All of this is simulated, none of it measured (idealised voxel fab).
Process module under the name voxel local oxidation
220 nm wide, 5 nm square cells: that's cross-section cut.
Cross-section layout: square cells on a grid; listed as bands, top to bottom; a band spans one or more cell rows. Per band: top height and bottom height in nm, followed by the left-to-right materials and their widths in nm; "throughout" marks a single material spanning edge to edge, "air" marks empty space. It should be noted that heights are counted from 0, beneath which the wafer as supplied is of one material throughout, and that the lowest band possesses no lower boundary but continues downward, as written in "from 0 down". Read "30 to 40" as a graded width: first number on top, second number at the bottom, same change between each pair of neighbouring rows. Any step labelled "everything unchanged" changed none of the cells in the cross-section. Entry "Closed-off voids" = empty spaces >= 8 cells with no open way to the top; each as width x height at distance, distance from left edge, all nm. Post-settings text on a step line: simulator's own remark regarding the step. overlay nm: mask right of planned place by this much (step with mask). Neg. = left. Structure of the following material. The material consists of pairs of cross-sections. Each pair comprises the cross-section before one process step and the cross-section after that step, the latter shown only down to the lowest band that changed. The step between the cross-sections is specified beneath each pair, including its settings. Pairs are not necessarily consecutive: they may derive from different runs of this module performed on the same starting wafer. Continuity with the pair above is to be assumed only where the entry headed "Before-step section" of the pair in question states it.
Before-step section
* from 0 down: Si throughout
* Closed-off voids: none
Post-Step Appearance
* from 5 to 0: SiO2 throughout
* Note: structure below 0 unchanged.
* Closed-off voids: none
In between the before and after cross-sections above, the step is CONFORMAL_DEP with material SiO2, thk nm 5
Before-step section: The cross-section prior to this step is the one presented after the step of the pair immediately above.
Post-Step Appearance
* from 15 to 5: SiN throughout
* Note: structure below 5 unchanged.
* Closed-off voids: none
In between the before and after cross-sections above, the step is CONFORMAL_DEP with material SiN, thk nm 10
Before-step section: The cross-section prior to this step is the one presented after the step of the pair immediately above.
Post-Step Appearance
* from 15 to 5: air 60 nm, then SiN 95 nm, then air 65 nm
* Note: structure below 5 unchanged.
* Closed-off voids: none
In between the before and after cross-sections above, the step is MASKED_ETCH with tone cover, mask id ACTIVE, width nm 95, etch materials SiN, depth nm 10, overlay nm 0
Before-step section: The cross-section prior to this step is the one presented after the step of the pair immediately above.
Post-Step Appearance
* from 15 to 5: air 60 nm, then SiN 95 nm, then air 65 nm
* from 5 to 0: air 65 nm, then SiO2 85 nm, then air 70 nm
* Note: structure below 0 unchanged.
* Closed-off voids: none
In between the before and after cross-sections above, the step is SELECTIVE_ETCH with etch materials SiO2, depth nm 5
Before-step section: The cross-section prior to this step is the one presented after the step of the pair immediately above.
Post-Step Appearance
* from 15 to 5: air 60 nm, then SiN 95 nm, then air 65 nm
* from 5 to 0: air 65 nm, then SiO2 85 nm, then air 70 nm
* from 0 to -15: SiO2 80 nm, then Si 55 nm, then SiO2 85 nm
* Note: structure below -15 unchanged.
* Closed-off voids: none
In between the before and after cross-sections above, the step is OXIDIZE with depth nm 15
Before-step section: The cross-section prior to this step is the one presented after the step of the pair immediately above.
Post-Step Appearance
* from 5 to 0: air 65 nm, then SiO2 85 nm, then air 70 nm
* Note: structure below 0 unchanged.
* Closed-off voids: none
In between the before and after cross-sections above, the step is STRIP with etch materials SiN
Before-step section
* from 15 to 5: air 60 nm, then SiN 95 nm, then air 65 nm
* from 5 to 0: air 65 nm, then SiO2 85 nm, then air 70 nm
* from 0 down: Si throughout
* Closed-off voids: none
Post-Step Appearance
* from 5 to 0: air 65 nm, then SiO2 85 nm, then air 70 nm
* Note: structure below 0 unchanged.
* Closed-off voids: none
In between the before and after cross-sections above, the step is STRIP with etch materials SiN
Before-step section: The cross-section prior to this step is the one presented after the step of the pair immediately above.
Post-Step Appearance
* from 5 to 0: air 65 nm, then SiO2 85 nm, then air 70 nm
* from 0 to -15: SiO2 80 nm, then Si 55 nm, then SiO2 85 nm
* Note: structure below -15 unchanged.
* Closed-off voids: none
In between the before and after cross-sections above, the step is OXIDIZE with depth nm 15
Before-step section
* from 15 to 5: air 60 nm, then SiN 95 nm, then air 65 nm
* from 5 to 0: air 65 nm, then SiO2 85 nm, then air 70 nm
* from 0 down: Si throughout
* Closed-off voids: none
Post-Step Appearance
* from 15 to 5: air 60 nm, then SiN 95 nm, then air 65 nm
* from 5 to 0: air 65 nm, then SiO2 85 nm, then air 70 nm
* from 0 to -5: SiO2 70 nm, then Si 75 nm, then SiO2 75 nm
* Note: structure below -5 unchanged.
* Closed-off voids: none
In between the before and after cross-sections above, the step is OXIDIZE with depth nm 5
Before-step section: The cross-section prior to this step is the one presented after the step of the pair immediately above.
Post-Step Appearance
* from 5 to 0: air 65 nm, then SiO2 85 nm, then air 70 nm
* Note: structure below 0 unchanged.
* Closed-off voids: none
In between the before and after cross-sections above, the step is STRIP with etch materials SiN
Before-step section
* from 15 to 5: SiN throughout
* from 5 to 0: SiO2 throughout
* from 0 down: Si throughout
* Closed-off voids: none
Post-Step Appearance
* from 15 to 5: air 65 nm, then SiN 90 nm, then air 65 nm
* Note: structure below 5 unchanged.
* Closed-off voids: none
In between the before and after cross-sections above, the step is MASKED_ETCH with tone cover, mask id ACTIVE, width nm 90, etch materials SiN, depth nm 10, overlay nm 0
Before-step section: The cross-section prior to this step is the one presented after the step of the pair immediately above.
Post-Step Appearance
* from 15 to 5: air 65 nm, then SiN 90 nm, then air 65 nm
* from 5 to 0: air 70 nm, then SiO2 80 nm, then air 70 nm
* Note: structure below 0 unchanged.
* Closed-off voids: none
In between the before and after cross-sections above, the step is SELECTIVE_ETCH with etch materials SiO2, depth nm 5
Before-step section: The cross-section prior to this step is the one presented after the step of the pair immediately above.
Post-Step Appearance
* from 15 to 5: air 65 nm, then SiN 90 nm, then air 65 nm
* from 5 to 0: air 70 nm, then SiO2 80 nm, then air 70 nm
* from 0 to -15: SiO2 85 nm, then Si 50 nm, then SiO2 85 nm
* Note: structure below -15 unchanged.
* Closed-off voids: none
In between the before and after cross-sections above, the step is OXIDIZE with depth nm 15
Before-step section: The cross-section prior to this step is the one presented after the step of the pair immediately above.
Post-Step Appearance
* from 5 to 0: air 70 nm, then SiO2 80 nm, then air 70 nm
* Note: structure below 0 unchanged.
* Closed-off voids: none
In between the before and after cross-sections above, the step is STRIP with etch materials SiN
Before-step section
* from 15 to 5: SiN throughout
* from 5 to 0: SiO2 throughout
* from 0 down: Si throughout
* Closed-off voids: none
Post-Step Appearance
* from 15 to 5: air 65 nm, then SiN 95 nm, then air 60 nm
* Note: structure below 5 unchanged.
* Closed-off voids: none
In between the before and after cross-sections above, the step is MASKED_ETCH with tone cover, mask id ACTIVE, width nm 95, etch materials SiN, depth nm 10, overlay nm 5
Before-step section: The cross-section prior to this step is the one presented after the step of the pair immediately above.
Post-Step Appearance
* from 15 to 5: air 65 nm, then SiN 95 nm, then air 60 nm
* from 5 to 0: air 70 nm, then SiO2 85 nm, then air 65 nm
* Note: structure below 0 unchanged.
* Closed-off voids: none
In between the before and after cross-sections above, the step is SELECTIVE_ETCH with etch materials SiO2, depth nm 5
Before-step section: The cross-section prior to this step is the one presented after the step of the pair immediately above.
Post-Step Appearance
* from 15 to 5: air 65 nm, then SiN 95 nm, then air 60 nm
* from 5 to 0: air 70 nm, then SiO2 85 nm, then air 65 nm
* from 0 to -15: SiO2 85 nm, then Si 55 nm, then SiO2 80 nm
* Note: structure below -15 unchanged.
* Closed-off voids: none
In between the before and after cross-sections above, the step is OXIDIZE with depth nm 15
Before-step section: The cross-section prior to this step is the one presented after the step of the pair immediately above.
Post-Step Appearance
* from 5 to 0: air 70 nm, then SiO2 85 nm, then air 65 nm
* Note: structure below 0 unchanged.
* Closed-off voids: none
In between the before and after cross-sections above, the step is STRIP with etch materials SiN
Before-step section
* from 5 to 0: SiO2 throughout
* from 0 down: Si throughout
* Closed-off voids: none
Post-Step Appearance
* from 15 to 0: SiO2 throughout
* Note: structure below 0 unchanged.
* Closed-off voids: none
In between the before and after cross-sections above, the step is CONFORMAL_DEP with material SiO2, thk nm 10
Before-step section: The cross-section prior to this step is the one presented after the step of the pair immediately above.
Post-Step Appearance
* from 10 to 0: SiO2 throughout
* Note: structure below 0 unchanged.
* Closed-off voids: none
In between the before and after cross-sections above, the step is SELECTIVE_ETCH with etch materials SiO2, depth nm 5
Before-step section
* from 15 to 5: SiN throughout
* from 5 to 0: SiO2 throughout
* from 0 down: Si throughout
* Closed-off voids: none
Post-Step Appearance
* from 15 to 5: SiN 60 nm, then air 95 nm, then SiN 65 nm
* Note: structure below 5 unchanged.
* Closed-off voids: none
In between the before and after cross-sections above, the step is MASKED_ETCH with tone open, mask id ACTIVE, width nm 95, etch materials SiN, depth nm 10, overlay nm 0
Before-step section: The cross-section prior to this step is the one presented after the step of the pair immediately above.
Post-Step Appearance
* from 15 to 5: SiN 60 nm, then air 95 nm, then SiN 65 nm
* from 5 to 0: SiO2 55 nm, then air 105 nm, then SiO2 60 nm
* Note: structure below 0 unchanged.
* Closed-off voids: none
In between the before and after cross-sections above, the step is SELECTIVE_ETCH with etch materials SiO2, depth nm 5
Before-step section: The cross-section prior to this step is the one presented after the step of the pair immediately above.
Post-Step Appearance
* from 15 to 5: SiN 60 nm, then air 95 nm, then SiN 65 nm
* from 5 to 0: SiO2 55 nm, then air 105 nm, then SiO2 60 nm
* from 0 to -15: Si 40 nm, then SiO2 135 nm, then Si 45 nm
* Note: structure below -15 unchanged.
* Closed-off voids: none
In between the before and after cross-sections above, the step is OXIDIZE with depth nm 15
Before-step section: The cross-section prior to this step is the one presented after the step of the pair immediately above.
Post-Step Appearance
* from 5 to 0: SiO2 55 nm, then air 105 nm, then SiO2 60 nm
* Note: structure below 0 unchanged.
* Closed-off voids: none
In between the before and after cross-sections above, the step is STRIP with etch materials SiN
